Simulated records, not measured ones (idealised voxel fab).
This section sets out a process module, namely voxel wiring stack.
We display cut, a cross-section 195 nm in width whose square cells are each 5 nm.
A cross-section is written here as square cells arranged in a grid, and it is given in bands from the top down, each band taking up one or more rows of cells. In this notation a band is specified by the heights of its top and bottom, in that order and in nm, after which its materials appear from left to right, each paired with its width in nm. The word "throughout" attached to a single material means that material fills the band from edge to edge; the word "air" stands for empty space. Where do heights start? At 0: under that level the wafer as delivered is made of one material only. And the lowest band has no floor; it just carries on downward, as in "0 -> down". You'd read "30 to 40" like this: the band's top row of cells is as wide as the first number, its bottom row is as wide as the second, and going down, every row changes width by the same amount as the row before did. Reading "no change occurred" for a step: not a cell of the cross-section changed in it. The label "Trapped cavities" introduces a list of the empty spaces, 8 cells or larger, that have no open way up to the top; each entry in it reads width x height at distance, where the distance is taken from the left edge and all three are stated in nm. after a step's settings: what the simulator itself notes on the step. overlay nm: mask right of planned place by this much (step with mask). Neg. = left. Every pair from here on: before one process step, after it. The after cross-section reaches only to the lowest band that changed. Below the pair: the step in between and its settings. Pairs can belong to different runs of this module on the same starting wafer; a pair carries on from the pair above only if the entry headed "State before step" says so.
**State before step**
> 120 -> 100 | SiO2=55, air=25, SiO2=30, air=25, SiO2=60
> 100 -> 85 | SiO2=55, air=15, SiO2=125
> 85 -> 80 | SiCN=55, air=15, SiCN=125
> 80 -> 65 | SiO2=55, TiN=5, Cu=15, TiN=5, SiO2=30, TiN=5, Cu=15, TiN=5, SiO2=60
> 65 -> 60 | SiO2=55, TiN=5, Cu=5, TiN=15, SiO2=30, TiN=5, Cu=5, TiN=15, SiO2=60
> 60 -> 50 | SiO2=55, TiN=5, Cu=5, TiN=5, SiO2=40, TiN=5, Cu=5, TiN=5, SiO2=70
> 50 -> 45 | SiCN=55, TiN=15, SiCN=40, TiN=15, SiCN=70
> 45 -> 25 | lowk=55, TiN=5, Ru=15, TiN=5, lowk=30, TiN=5, Ru=15, TiN=5, lowk=60
> 25 -> 20 | lowk=55, TiN=25, lowk=30, TiN=25, lowk=60
> 20 -> 5 | SiO2 throughout
> 5 -> 0 | SiN throughout
> 0 -> down | Si throughout
> Trapped cavities: none
**Post-Step Cross-Section**
> 125 -> 120 | TiN=60, air=15, TiN=40, air=15, TiN=65
> 120 -> 105 | SiO2=55, TiN=5, air=15, TiN=5, SiO2=30, TiN=5, air=15, TiN=5, SiO2=60
> 105 -> 100 | SiO2=55, TiN=5, air=5, TiN=15, SiO2=30, TiN=25, SiO2=60
> 100 -> 85 | SiO2=55, TiN=5, air=5, TiN=5, SiO2=125
> 85 -> 80 | SiCN=55, TiN=15, SiCN=125
> Nothing below the height 80 has changed.
> Trapped cavities: none
Link between the two cross-sections above: op CONFORMAL_DEP | material TiN | thk nm 5
State before step: no separate figure, the pair right above already shows it after its step.
**Post-Step Cross-Section**
> 135 -> 125 | Cu throughout
> 125 -> 120 | TiN=60, Cu=15, TiN=40, Cu=15, TiN=65
> 120 -> 105 | SiO2=55, TiN=5, Cu=15, TiN=5, SiO2=30, TiN=5, Cu=15, TiN=5, SiO2=60
> 105 -> 100 | SiO2=55, TiN=5, Cu=5, TiN=15, SiO2=30, TiN=25, SiO2=60
> 100 -> 85 | SiO2=55, TiN=5, Cu=5, TiN=5, SiO2=125
> Nothing below the height 85 has changed.
> Trapped cavities: none
Link between the two cross-sections above: op FILL_DEP | material Cu | thk nm 10
State before step: no separate figure, the pair right above already shows it after its step.
**Post-Step Cross-Section**
> 120 -> 105 | SiO2=55, TiN=5, Cu=15, TiN=5, SiO2=30, TiN=5, Cu=15, TiN=5, SiO2=60
> Nothing below the height 105 has changed.
> Trapped cavities: none
Link between the two cross-sections above: op CMP | height nm 120
State before step: no separate figure, the pair right above already shows it after its step.
**Post-Step Cross-Section**
> 125 -> 120 | SiCN throughout
> Nothing below the height 120 has changed.
> Trapped cavities: none
Link between the two cross-sections above: op CONFORMAL_DEP | material SiCN | thk nm 5
**State before step**
> 135 -> 125 | Cu throughout
> 125 -> 120 | TiN=60, Cu=15, TiN=40, Cu=15, TiN=65
> 120 -> 105 | SiO2=55, TiN=5, Cu=15, TiN=5, SiO2=30, TiN=5, Cu=15, TiN=5, SiO2=60
> 105 -> 100 | SiO2=55, TiN=5, Cu=5, TiN=15, SiO2=30, TiN=25, SiO2=60
> 100 -> 85 | SiO2=55, TiN=5, Cu=5, TiN=5, SiO2=125
> 85 -> 80 | SiCN=55, TiN=15, SiCN=125
> 80 -> 65 | SiO2=55, TiN=5, Cu=15, TiN=5, SiO2=30, TiN=5, Cu=15, TiN=5, SiO2=60
> 65 -> 60 | SiO2=55, TiN=5, Cu=5, TiN=15, SiO2=30, TiN=5, Cu=5, TiN=15, SiO2=60
> 60 -> 50 | SiO2=55, TiN=5, Cu=5, TiN=5, SiO2=40, TiN=5, Cu=5, TiN=5, SiO2=70
> 50 -> 45 | SiCN=55, TiN=15, SiCN=40, TiN=15, SiCN=70
> 45 -> 20 | lowk=55, TiN=5, Ru=15, TiN=5, lowk=30, TiN=5, Ru=15, TiN=5, lowk=60
> 20 -> 15 | SiN=55, TiN=25, SiN=30, TiN=25, SiN=60
> 15 -> 0 | SiO2 throughout
> 0 -> down | Si throughout
> Trapped cavities: none
**Post-Step Cross-Section**
> 115 -> 105 | SiO2=55, TiN=5, Cu=15, TiN=5, SiO2=30, TiN=5, Cu=15, TiN=5, SiO2=60
> Nothing below the height 105 has changed.
> Trapped cavities: none
Link between the two cross-sections above: op CMP | height nm 115
State before step: no separate figure, the pair right above already shows it after its step.
**Post-Step Cross-Section**
> 120 -> 115 | SiCN throughout
> Nothing below the height 115 has changed.
> Trapped cavities: none
Link between the two cross-sections above: op CONFORMAL_DEP | material SiCN | thk nm 5
**State before step**
> 135 -> 120 | aC=55, air=15, aC=125
> 120 -> 100 | SiO2=55, air=15, SiO2=125
> 100 -> 85 | SiO2=55, aC=15, SiO2=125
> 85 -> 80 | SiCN throughout
> 80 -> 65 | SiO2=55, TiN=5, Cu=15, TiN=5, SiO2=30, TiN=5, Cu=15, TiN=5, SiO2=60
> 65 -> 60 | SiO2=55, TiN=5, Cu=5, TiN=15, SiO2=30, TiN=5, Cu=5, TiN=15, SiO2=60
> 60 -> 50 | SiO2=55, TiN=5, Cu=5, TiN=5, SiO2=40, TiN=5, Cu=5, TiN=5, SiO2=70
> 50 -> 45 | SiCN=55, TiN=15, SiCN=40, TiN=15, SiCN=70
> 45 -> 20 | lowk=55, TiN=5, Ru=15, TiN=5, lowk=30, TiN=5, Ru=15, TiN=5, lowk=60
> 20 -> 15 | SiN=55, TiN=25, SiN=30, TiN=25, SiN=60
> 15 -> 0 | SiO2 throughout
> 0 -> down | Si throughout
> Trapped cavities: none
**Post-Step Cross-Section**
> 170 -> 135 | resist=60, air=15, resist=40, air=15, resist=65
> 135 -> 120 | aC=55, resist=5, air=10, aC=125
> 120 -> 100 | SiO2=55, resist=5, air=10, SiO2=125
> Nothing below the height 100 has changed.
> Trapped cavities: none
Link between the two cross-sections above: op PATTERN | tone open | mask id METAL_3 | material resist | width nm 15 | pitch nm 55 | thk nm 35 | overlay nm 0
State before step: no separate figure, the pair right above already shows it after its step.
**Post-Step Cross-Section**
> 155 -> 135 | resist=60, air=15, resist=40, air=15, resist=65
> 135 -> 120 | aC=55, resist=5, air=15, aC=40, air=15, aC=65
> 120 -> 100 | SiO2=55, resist=5, air=10, SiO2=125
> 100 -> 85 | SiO2=55, aC=5, air=10, SiO2=125
> Nothing below the height 85 has changed.
> Trapped cavities: none
Link between the two cross-sections above: op DIRECTIONAL_ETCH | etch materials aC | depth nm 15
State before step: no separate figure, the pair right above already shows it after its step.
**Post-Step Cross-Section**
> 135 -> 120 | aC=55, air=20, aC=40, air=15, aC=65
> 120 -> 100 | SiO2=55, air=15, SiO2=125
> Nothing below the height 100 has changed.
> Trapped cavities: none
Link between the two cross-sections above: op STRIP | etch materials resist
State before step: no separate figure, the pair right above already shows it after its step.
**Post-Step Cross-Section**
> 135 -> 120 | aC=55, air=20, aC=40, air=15, aC=65
> 120 -> 100 | SiO2=55, air=20, SiO2=40, air=15, SiO2=65
> Nothing below the height 100 has changed.
> Trapped cavities: none
Link between the two cross-sections above: op DIRECTIONAL_ETCH | etch materials SiO2 | depth nm 20
State before step: no separate figure, the pair right above already shows it after its step.
**Post-Step Cross-Section**
> 135 -> 120 | aC=55, air=20, aC=40, air=15, aC=65
> 120 -> 100 | SiO2=55, air=20, SiO2=40, air=15, SiO2=65
> 100 -> 85 | SiO2=55, aC=5, air=10, SiO2=125
> 85 -> 80 | SiCN=60, air=10, SiCN=125
> Nothing below the height 80 has changed.
> Trapped cavities: none
Link between the two cross-sections above: op DIRECTIONAL_ETCH | etch materials SiCN | depth nm 5
State before step: no separate figure, the pair right above already shows it after its step.
**Post-Step Cross-Section**
> 120 -> 100 | SiO2=55, air=20, SiO2=40, air=15, SiO2=65
> 100 -> 85 | SiO2=55, air=15, SiO2=125
> Nothing below the height 85 has changed.
> Trapped cavities: none
Link between the two cross-sections above: op STRIP | etch materials aC
State before step: no separate figure, the pair right above already shows it after its step.
**Post-Step Cross-Section**
> 125 -> 120 | TiN=60, air=10, TiN=50, air=5, TiN=70
> 120 -> 105 | SiO2=55, TiN=5, air=10, TiN=5, SiO2=40, TiN=5, air=5, TiN=5, SiO2=65
> 105 -> 100 | SiO2=55, TiN=5, air=5, TiN=10, SiO2=40, TiN=15, SiO2=65
> 100 -> 90 | SiO2=55, TiN=5, air=5, TiN=5, SiO2=125
> 90 -> 85 | SiO2=55, TiN=15, SiO2=125
> 85 -> 80 | SiCN=60, TiN=10, SiCN=125
> Nothing below the height 80 has changed.
> Trapped cavities: none
Link between the two cross-sections above: op CONFORMAL_DEP | material TiN | thk nm 5
State before step: no separate figure, the pair right above already shows it after its step.
**Post-Step Cross-Section**
> 135 -> 125 | Cu throughout
> 125 -> 120 | TiN=60, Cu=10, TiN=50, Cu=5, TiN=70
> 120 -> 105 | SiO2=55, TiN=5, Cu=10, TiN=5, SiO2=40, TiN=5, Cu=5, TiN=5, SiO2=65
> 105 -> 100 | SiO2=55, TiN=5, Cu=5, TiN=10, SiO2=40, TiN=15, SiO2=65
> 100 -> 90 | SiO2=55, TiN=5, Cu=5, TiN=5, SiO2=125
> Nothing below the height 90 has changed.
> Trapped cavities: none
Link between the two cross-sections above: op FILL_DEP | material Cu | thk nm 10
State before step: no separate figure, the pair right above already shows it after its step.
**Post-Step Cross-Section**
> 120 -> 105 | SiO2=55, TiN=5, Cu=10, TiN=5, SiO2=40, TiN=5, Cu=5, TiN=5, SiO2=65
> Nothing below the height 105 has changed.
> Trapped cavities: none
Link between the two cross-sections above: op CMP | height nm 120
State before step: no separate figure, the pair right above already shows it after its step.
**Post-Step Cross-Section**
> 125 -> 120 | SiCN throughout
> Nothing below the height 120 has changed.
> Trapped cavities: none
Link between the two cross-sections above: op CONFORMAL_DEP | material SiCN | thk nm 5
**State before step**
> 95 -> 80 | aC=55, air=25, aC=30, air=25, aC=60
> 80 -> 75 | SiO2=55, air=25, SiO2=30, air=25, SiO2=60
> 75 -> 60 | SiO2=55, aC=25, SiO2=30, aC=25, SiO2=60
> 60 -> 50 | SiO2 throughout
> 50 -> 45 | SiCN throughout
> 45 -> 20 | lowk=55, TiN=5, Ru=15, TiN=5, lowk=30, TiN=5, Ru=15, TiN=5, lowk=60
> 20 -> 15 | SiN=55, TiN=25, SiN=30, TiN=25, SiN=60
> 15 -> 0 | SiO2 throughout
> 0 -> down | Si throughout
> Trapped cavities: none
**Post-Step Cross-Section**
> 130 -> 95 | resist=60, air=15, resist=40, air=15, resist=65
> 95 -> 80 | aC=55, resist=5, air=15, resist=5, aC=30, resist=5, air=15, resist=5, aC=60
> 80 -> 75 | SiO2=55, resist=5, air=15, resist=5, SiO2=30, resist=5, air=15, resist=5, SiO2=60
> Nothing below the height 75 has changed.
> Trapped cavities: none
Link between the two cross-sections above: op PATTERN | tone open | mask id METAL_2_HOLES | material resist | width nm 15 | pitch nm 55 | thk nm 35 | overlay nm 5
State before step: no separate figure, the pair right above already shows it after its step.
**Post-Step Cross-Section**
> 115 -> 95 | resist=60, air=15, resist=40, air=15, resist=65
> 95 -> 80 | aC=55, resist=5, air=15, resist=5, aC=30, resist=5, air=15, resist=5, aC=60
> 80 -> 75 | SiO2=55, resist=5, air=15, resist=5, SiO2=30, resist=5, air=15, resist=5, SiO2=60
> 75 -> 60 | SiO2=55, aC=5, air=15, aC=5, SiO2=30, aC=5, air=15, aC=5, SiO2=60
> Nothing below the height 60 has changed.
> Trapped cavities: none
Link between the two cross-sections above: op DIRECTIONAL_ETCH | etch materials aC | depth nm 15
State before step: no separate figure, the pair right above already shows it after its step.
**Post-Step Cross-Section**
> 95 -> 80 | aC=55, air=25, aC=30, air=25, aC=60
> 80 -> 75 | SiO2=55, air=25, SiO2=30, air=25, SiO2=60
> Nothing below the height 75 has changed.
> Trapped cavities: none
Link between the two cross-sections above: op STRIP | etch materials resist
State before step: no separate figure, the pair right above already shows it after its step.
**Post-Step Cross-Section**
> 95 -> 80 | aC=55, air=25, aC=30, air=25, aC=60
> 80 -> 75 | SiO2=55, air=25, SiO2=30, air=25, SiO2=60
> 75 -> 60 | SiO2=55, aC=5, air=15, aC=5, SiO2=30, aC=5, air=15, aC=5, SiO2=60
> 60 -> 50 | SiO2=60, air=15, SiO2=40, air=15, SiO2=65
> Nothing below the height 50 has changed.
> Trapped cavities: none
Link between the two cross-sections above: op DIRECTIONAL_ETCH | etch materials SiO2 | depth nm 10
State before step: no separate figure, the pair right above already shows it after its step.
**Post-Step Cross-Section**
> 95 -> 80 | aC=55, air=25, aC=30, air=25, aC=60
> 80 -> 75 | SiO2=55, air=25, SiO2=30, air=25, SiO2=60
> 75 -> 60 | SiO2=55, aC=5, air=15, aC=5, SiO2=30, aC=5, air=15, aC=5, SiO2=60
> 60 -> 50 | SiO2=60, air=15, SiO2=40, air=15, SiO2=65
> 50 -> 45 | SiCN=60, air=15, SiCN=40, air=15, SiCN=65
> Nothing below the height 45 has changed.
> Trapped cavities: none
Link between the two cross-sections above: op DIRECTIONAL_ETCH | etch materials SiCN | depth nm 5
State before step: no separate figure, the pair right above already shows it after its step.
**Post-Step Cross-Section**
> 80 -> 60 | SiO2=55, air=25, SiO2=30, air=25, SiO2=60
> Nothing below the height 60 has changed.
> Trapped cavities: none
Link between the two cross-sections above: op STRIP | etch materials aC
State before step: no separate figure, the pair right above already shows it after its step.
**Post-Step Cross-Section**
> 85 -> 80 | TiN=60, air=15, TiN=40, air=15, TiN=65
> 80 -> 65 | SiO2=55, TiN=5, air=15, TiN=5, SiO2=30, TiN=5, air=15, TiN=5, SiO2=60
> 65 -> 60 | SiO2=55, TiN=10, air=5, TiN=10, SiO2=30, TiN=10, air=5, TiN=10, SiO2=60
> 60 -> 50 | SiO2=60, TiN=5, air=5, TiN=5, SiO2=40, TiN=5, air=5, TiN=5, SiO2=65
> 50 -> 45 | SiCN=60, TiN=15, SiCN=40, TiN=15, SiCN=65
> Nothing below the height 45 has changed.
> Trapped cavities: none
Link between the two cross-sections above: op CONFORMAL_DEP | material TiN | thk nm 5
State before step: no separate figure, the pair right above already shows it after its step.
**Post-Step Cross-Section**
> 90 -> 85 | Cu throughout
> 85 -> 80 | TiN=60, Cu=15, TiN=40, Cu=15, TiN=65
> 80 -> 65 | SiO2=55, TiN=5, Cu=15, TiN=5, SiO2=30, TiN=5, Cu=15, TiN=5, SiO2=60
> 65 -> 60 | SiO2=55, TiN=10, Cu=5, TiN=10, SiO2=30, TiN=10, Cu=5, TiN=10, SiO2=60
> 60 -> 50 | SiO2=60, TiN=5, Cu=5, TiN=5, SiO2=40, TiN=5, Cu=5, TiN=5, SiO2=65
> Nothing below the height 50 has changed.
> Trapped cavities: none
Link between the two cross-sections above: op FILL_DEP | material Cu | thk nm 5
State before step: no separate figure, the pair right above already shows it after its step.
**Post-Step Cross-Section**
> 80 -> 65 | SiO2=55, TiN=5, Cu=15, TiN=5, SiO2=30, TiN=5, Cu=15, TiN=5, SiO2=60
> Nothing below the height 65 has changed.
> Trapped cavities: none
Link between the two cross-sections above: op CMP | height nm 80
State before step: no separate figure, the pair right above already shows it after its step.
**Post-Step Cross-Section**
> 85 -> 80 | SiCN throughout
> Nothing below the height 80 has changed.
> Trapped cavities: none
Link between the two cross-sections above: op CONFORMAL_DEP | material SiCN | thk nm 5
State before step: no separate figure, the pair right above already shows it after its step.
**Post-Step Cross-Section**
> 120 -> 85 | SiO2 throughout
> Nothing below the height 85 has changed.
> Trapped cavities: none
Link between the two cross-sections above: op DIRECTIONAL_DEP | material SiO2 | thk nm 35
State before step: no separate figure, the pair right above already shows it after its step.
**Post-Step Cross-Section**
> 140 -> 120 | resist=55, air=15, resist=125
> Nothing below the height 120 has changed.
> Trapped cavities: none
Link between the two cross-sections above: op PATTERN | tone open | mask id METAL_3_HOLES | material resist | width nm 15 | thk nm 20 | overlay nm 0
State before step: no separate figure, the pair right above already shows it after its step.
**Post-Step Cross-Section**
> 140 -> 120 | resist=55, air=15, resist=125
> 120 -> 85 | SiO2=55, air=15, SiO2=125
> Nothing below the height 85 has changed.
> Trapped cavities: none
Link between the two cross-sections above: op DIRECTIONAL_ETCH | etch materials SiO2 | depth nm 35
State before step: no separate figure, the pair right above already shows it after its step.
**Post-Step Cross-Section**
> 120 -> 85 | SiO2=55, air=15, SiO2=125
> Nothing below the height 85 has changed.
> Trapped cavities: none
Link between the two cross-sections above: op STRIP | etch materials resist
State before step: no separate figure, the pair right above already shows it after its step.
**Post-Step Cross-Section**
> 135 -> 120 | aC=55, air=15, aC=125
> 120 -> 100 | SiO2=55, air=15, SiO2=125
> 100 -> 85 | SiO2=55, aC=15, SiO2=125
> Nothing below the height 85 has changed.
> Trapped cavities: none
Link between the two cross-sections above: op DIRECTIONAL_DEP | material aC | thk nm 15
State before step: no separate figure, the pair right above already shows it after its step.
**Post-Step Cross-Section**
> 170 -> 135 | resist=55, air=25, resist=30, air=25, resist=60
> Nothing below the height 135 has changed.
> Trapped cavities: none
Link between the two cross-sections above: op PATTERN | tone open | mask id METAL_3 | material resist | width nm 25 | pitch nm 55 | thk nm 35 | overlay nm 0
State before step: no separate figure, the pair right above already shows it after its step.
**Post-Step Cross-Section**
> 155 -> 135 | resist=55, air=25, resist=30, air=25, resist=60
> 135 -> 120 | aC=55, air=25, aC=30, air=25, aC=60
> 120 -> 85 | SiO2=55, air=15, SiO2=125
> Nothing below the height 85 has changed.
> Trapped cavities: none
Link between the two cross-sections above: op DIRECTIONAL_ETCH | etch materials aC | depth nm 15
State before step: no separate figure, the pair right above already shows it after its step.
**Post-Step Cross-Section**
> 135 -> 120 | aC=55, air=25, aC=30, air=25, aC=60
> Nothing below the height 120 has changed.
> Trapped cavities: none
Link between the two cross-sections above: op STRIP | etch materials resist
State before step: no separate figure, the pair right above already shows it after its step.
**Post-Step Cross-Section**
> 135 -> 120 | aC=55, air=25, aC=30, air=25, aC=60
> 120 -> 100 | SiO2=55, air=25, SiO2=30, air=25, SiO2=60
> Nothing below the height 100 has changed.
> Trapped cavities: none
Link between the two cross-sections above: op DIRECTIONAL_ETCH | etch materials SiO2 | depth nm 20
State before step: no separate figure, the pair right above already shows it after its step.
**Post-Step Cross-Section**
> 135 -> 120 | aC=55, air=25, aC=30, air=25, aC=60
> 120 -> 100 | SiO2=55, air=25, SiO2=30, air=25, SiO2=60
> 100 -> 85 | SiO2=55, air=15, SiO2=125
> 85 -> 80 | SiCN=55, air=15, SiCN=125
> Nothing below the height 80 has changed.
> Trapped cavities: none
Link between the two cross-sections above: op DIRECTIONAL_ETCH | etch materials SiCN | depth nm 5
State before step: no separate figure, the pair right above already shows it after its step.
**Post-Step Cross-Section**
> 120 -> 100 | SiO2=55, air=25, SiO2=30, air=25, SiO2=60
> Nothing below the height 100 has changed.
> Trapped cavities: none
Link between the two cross-sections above: op STRIP | etch materials aC
State before step: no separate figure, the pair right above already shows it after its step.
**Post-Step Cross-Section**
> 125 -> 120 | TiN=60, air=15, TiN=40, air=15, TiN=65
> 120 -> 105 | SiO2=55, TiN=5, air=15, TiN=5, SiO2=30, TiN=5, air=15, TiN=5, SiO2=60
> 105 -> 100 | SiO2=55, TiN=5, air=5, TiN=15, SiO2=30, TiN=25, SiO2=60
> 100 -> 85 | SiO2=55, TiN=5, air=5, TiN=5, SiO2=125
> 85 -> 80 | SiCN=55, TiN=15, SiCN=125
> Nothing below the height 80 has changed.
> Trapped cavities: none
Link between the two cross-sections above: op CONFORMAL_DEP | material TiN | thk nm 5
State before step: no separate figure, the pair right above already shows it after its step.
**Post-Step Cross-Section**
> 135 -> 125 | Cu throughout
> 125 -> 120 | TiN=60, Cu=15, TiN=40, Cu=15, TiN=65
> 120 -> 105 | SiO2=55, TiN=5, Cu=15, TiN=5, SiO2=30, TiN=5, Cu=15, TiN=5, SiO2=60
> 105 -> 100 | SiO2=55, TiN=5, Cu=5, TiN=15, SiO2=30, TiN=25, SiO2=60
> 100 -> 85 | SiO2=55, TiN=5, Cu=5, TiN=5, SiO2=125
> Nothing below the height 85 has changed.
> Trapped cavities: none
Link between the two cross-sections above: op FILL_DEP | material Cu | thk nm 10
State before step: no separate figure, the pair right above already shows it after its step.
**Post-Step Cross-Section**
> 120 -> 105 | SiO2=55, TiN=5, Cu=15, TiN=5, SiO2=30, TiN=5, Cu=15, TiN=5, SiO2=60
> Nothing below the height 105 has changed.
> Trapped cavities: none
Link between the two cross-sections above: op CMP | height nm 120
State before step: no separate figure, the pair right above already shows it after its step.
**Post-Step Cross-Section**
> 125 -> 120 | SiCN throughout
> Nothing below the height 120 has changed.
> Trapped cavities: none
Link between the two cross-sections above: op CONFORMAL_DEP | material SiCN | thk nm 5
**State before step**
> 0 -> down | Si throughout
> Trapped cavities: none
**Post-Step Cross-Section**
> 15 -> 0 | SiCN throughout
> Nothing below the height 0 has changed.
> Trapped cavities: none
Link between the two cross-sections above: op CONFORMAL_DEP | material SiCN | thk nm 15
State before step: no separate figure, the pair right above already shows it after its step.
**Post-Step Cross-Section**
> 20 -> 15 | SiN throughout
> Nothing below the height 15 has changed.
> Trapped cavities: none
Link between the two cross-sections above: op CONFORMAL_DEP | material SiN | thk nm 5
State before step: no separate figure, the pair right above already shows it after its step.
**Post-Step Cross-Section**
> 45 -> 20 | lowk throughout
> Nothing below the height 20 has changed.
> Trapped cavities: none
Link between the two cross-sections above: op DIRECTIONAL_DEP | material lowk | thk nm 25
State before step: no separate figure, the pair right above already shows it after its step.
**Post-Step Cross-Section**
> 60 -> 45 | aC throughout
> Nothing below the height 45 has changed.
> Trapped cavities: none
Link between the two cross-sections above: op DIRECTIONAL_DEP | material aC | thk nm 15
State before step: no separate figure, the pair right above already shows it after its step.
**Post-Step Cross-Section**
> 95 -> 60 | resist=55, air=25, resist=30, air=25, resist=60
> Nothing below the height 60 has changed.
> Trapped cavities: none
Link between the two cross-sections above: op PATTERN | tone open | mask id METAL_1 | material resist | width nm 25 | pitch nm 55 | thk nm 35 | overlay nm 0
State before step: no separate figure, the pair right above already shows it after its step.
**Post-Step Cross-Section**
> 80 -> 60 | resist=55, air=25, resist=30, air=25, resist=60
> 60 -> 45 | aC=55, air=25, aC=30, air=25, aC=60
> Nothing below the height 45 has changed.
> Trapped cavities: none
Link between the two cross-sections above: op DIRECTIONAL_ETCH | etch materials aC | depth nm 15
State before step: no separate figure, the pair right above already shows it after its step.
**Post-Step Cross-Section**
> 60 -> 45 | aC=55, air=25, aC=30, air=25, aC=60
> Nothing below the height 45 has changed.
> Trapped cavities: none
Link between the two cross-sections above: op STRIP | etch materials resist
State before step: no separate figure, the pair right above already shows it after its step.
**Post-Step Cross-Section**
> 60 -> 45 | aC=55, air=25, aC=30, air=25, aC=60
> 45 -> 20 | lowk=55, air=25, lowk=30, air=25, lowk=60
> Nothing below the height 20 has changed.
> Trapped cavities: none
Link between the two cross-sections above: op DIRECTIONAL_ETCH | etch materials lowk | depth nm 25
State before step: no separate figure, the pair right above already shows it after its step.
**Post-Step Cross-Section**
> 60 -> 45 | aC=55, air=25, aC=30, air=25, aC=60
> 45 -> 20 | lowk=55, air=25, lowk=30, air=25, lowk=60
> 20 -> 15 | SiN=55, air=25, SiN=30, air=25, SiN=60
> Nothing below the height 15 has changed.
> Trapped cavities: none
Link between the two cross-sections above: op DIRECTIONAL_ETCH | etch materials SiN | depth nm 5
State before step: no separate figure, the pair right above already shows it after its step.
**Post-Step Cross-Section**
> 45 -> 20 | lowk=55, air=25, lowk=30, air=25, lowk=60
> Nothing below the height 20 has changed.
> Trapped cavities: none
Link between the two cross-sections above: op STRIP | etch materials aC
State before step: no separate figure, the pair right above already shows it after its step.
**Post-Step Cross-Section**
> 50 -> 45 | TiN=60, air=15, TiN=40, air=15, TiN=65
> 45 -> 20 | lowk=55, TiN=5, air=15, TiN=5, lowk=30, TiN=5, air=15, TiN=5, lowk=60
> 20 -> 15 | SiN=55, TiN=25, SiN=30, TiN=25, SiN=60
> Nothing below the height 15 has changed.
> Trapped cavities: none
Link between the two cross-sections above: op CONFORMAL_DEP | material TiN | thk nm 5
State before step: no separate figure, the pair right above already shows it after its step.
**Post-Step Cross-Section**
> 55 -> 50 | Ru throughout
> 50 -> 45 | TiN=60, Ru=15, TiN=40, Ru=15, TiN=65
> 45 -> 20 | lowk=55, TiN=5, Ru=15, TiN=5, lowk=30, TiN=5, Ru=15, TiN=5, lowk=60
> Nothing below the height 20 has changed.
> Trapped cavities: none
Link between the two cross-sections above: op FILL_DEP | material Ru | thk nm 5
State before step: no separate figure, the pair right above already shows it after its step.
**Post-Step Cross-Section**
> 45 -> 20 | lowk=55, TiN=5, Ru=15, TiN=5, lowk=30, TiN=5, Ru=15, TiN=5, lowk=60
> Nothing below the height 20 has changed.
> Trapped cavities: none
Link between the two cross-sections above: op CMP | height nm 45
State before step: no separate figure, the pair right above already shows it after its step.
**Post-Step Cross-Section**
> 50 -> 45 | SiCN throughout
> Nothing below the height 45 has changed.
> Trapped cavities: none
Link between the two cross-sections above: op CONFORMAL_DEP | material SiCN | thk nm 5
State before step: no separate figure, the pair right above already shows it after its step.
**Post-Step Cross-Section**
> 80 -> 50 | SiO2 throughout
> Nothing below the height 50 has changed.
> Trapped cavities: none
Link between the two cross-sections above: op DIRECTIONAL_DEP | material SiO2 | thk nm 30
State before step: no separate figure, the pair right above already shows it after its step.
**Post-Step Cross-Section**
> 95 -> 80 | resist=55, air=25, resist=30, air=25, resist=60
> Nothing below the height 80 has changed.
> Trapped cavities: none
Link between the two cross-sections above: op PATTERN | tone open | mask id METAL_2 | material resist | width nm 25 | pitch nm 55 | thk nm 15 | overlay nm 0
State before step: no separate figure, the pair right above already shows it after its step.
**Post-Step Cross-Section**
> 95 -> 80 | resist=55, air=25, resist=30, air=25, resist=60
> 80 -> 60 | SiO2=55, air=25, SiO2=30, air=25, SiO2=60
> Nothing below the height 60 has changed.
> Trapped cavities: none
Link between the two cross-sections above: op DIRECTIONAL_ETCH | etch materials SiO2 | depth nm 20
State before step: no separate figure, the pair right above already shows it after its step.
**Post-Step Cross-Section**
> 80 -> 60 | SiO2=55, air=25, SiO2=30, air=25, SiO2=60
> Nothing below the height 60 has changed.
> Trapped cavities: none
Link between the two cross-sections above: op STRIP | etch materials resist
State before step: no separate figure, the pair right above already shows it after its step.
**Post-Step Cross-Section**
> 95 -> 80 | aC=55, air=25, aC=30, air=25, aC=60
> 80 -> 75 | SiO2=55, air=25, SiO2=30, air=25, SiO2=60
> 75 -> 60 | SiO2=55, aC=25, SiO2=30, aC=25, SiO2=60
> Nothing below the height 60 has changed.
> Trapped cavities: none
Link between the two cross-sections above: op DIRECTIONAL_DEP | material aC | thk nm 15
State before step: no separate figure, the pair right above already shows it after its step.
**Post-Step Cross-Section**
> 130 -> 95 | resist=55, air=15, resist=40, air=15, resist=70
> 95 -> 80 | aC=55, air=15, resist=10, aC=30, air=15, resist=10, aC=60
> 80 -> 75 | SiO2=55, air=15, resist=10, SiO2=30, air=15, resist=10, SiO2=60
> Nothing below the height 75 has changed.
> Trapped cavities: none
Link between the two cross-sections above: op PATTERN | tone open | mask id METAL_2_HOLES | material resist | width nm 15 | pitch nm 55 | thk nm 35 | overlay nm 0
State before step: no separate figure, the pair right above already shows it after its step.
**Post-Step Cross-Section**
> 115 -> 95 | resist=55, air=15, resist=40, air=15, resist=70
> 95 -> 80 | aC=55, air=15, resist=10, aC=30, air=15, resist=10, aC=60
> 80 -> 75 | SiO2=55, air=15, resist=10, SiO2=30, air=15, resist=10, SiO2=60
> 75 -> 60 | SiO2=55, air=15, aC=10, SiO2=30, air=15, aC=10, SiO2=60
> Nothing below the height 60 has changed.
> Trapped cavities: none
Link between the two cross-sections above: op DIRECTIONAL_ETCH | etch materials aC | depth nm 15
State before step: no separate figure, the pair right above already shows it after its step.
**Post-Step Cross-Section**
> 95 -> 80 | aC=55, air=25, aC=30, air=25, aC=60
> 80 -> 75 | SiO2=55, air=25, SiO2=30, air=25, SiO2=60
> Nothing below the height 75 has changed.
> Trapped cavities: none
Link between the two cross-sections above: op STRIP | etch materials resist
State before step: no separate figure, the pair right above already shows it after its step.
**Post-Step Cross-Section**
> 95 -> 80 | aC=55, air=25, aC=30, air=25, aC=60
> 80 -> 75 | SiO2=55, air=25, SiO2=30, air=25, SiO2=60
> 75 -> 60 | SiO2=55, air=15, aC=10, SiO2=30, air=15, aC=10, SiO2=60
> 60 -> 50 | SiO2=55, air=15, SiO2=40, air=15, SiO2=70
> Nothing below the height 50 has changed.
> Trapped cavities: none
Link between the two cross-sections above: op DIRECTIONAL_ETCH | etch materials SiO2 | depth nm 10
State before step: no separate figure, the pair right above already shows it after its step.
**Post-Step Cross-Section**
> 95 -> 80 | aC=55, air=25, aC=30, air=25, aC=60
> 80 -> 75 | SiO2=55, air=25, SiO2=30, air=25, SiO2=60
> 75 -> 60 | SiO2=55, air=15, aC=10, SiO2=30, air=15, aC=10, SiO2=60
> 60 -> 50 | SiO2=55, air=15, SiO2=40, air=15, SiO2=70
> 50 -> 45 | SiCN=55, air=15, SiCN=40, air=15, SiCN=70
> Nothing below the height 45 has changed.
> Trapped cavities: none
Link between the two cross-sections above: op DIRECTIONAL_ETCH | etch materials SiCN | depth nm 5
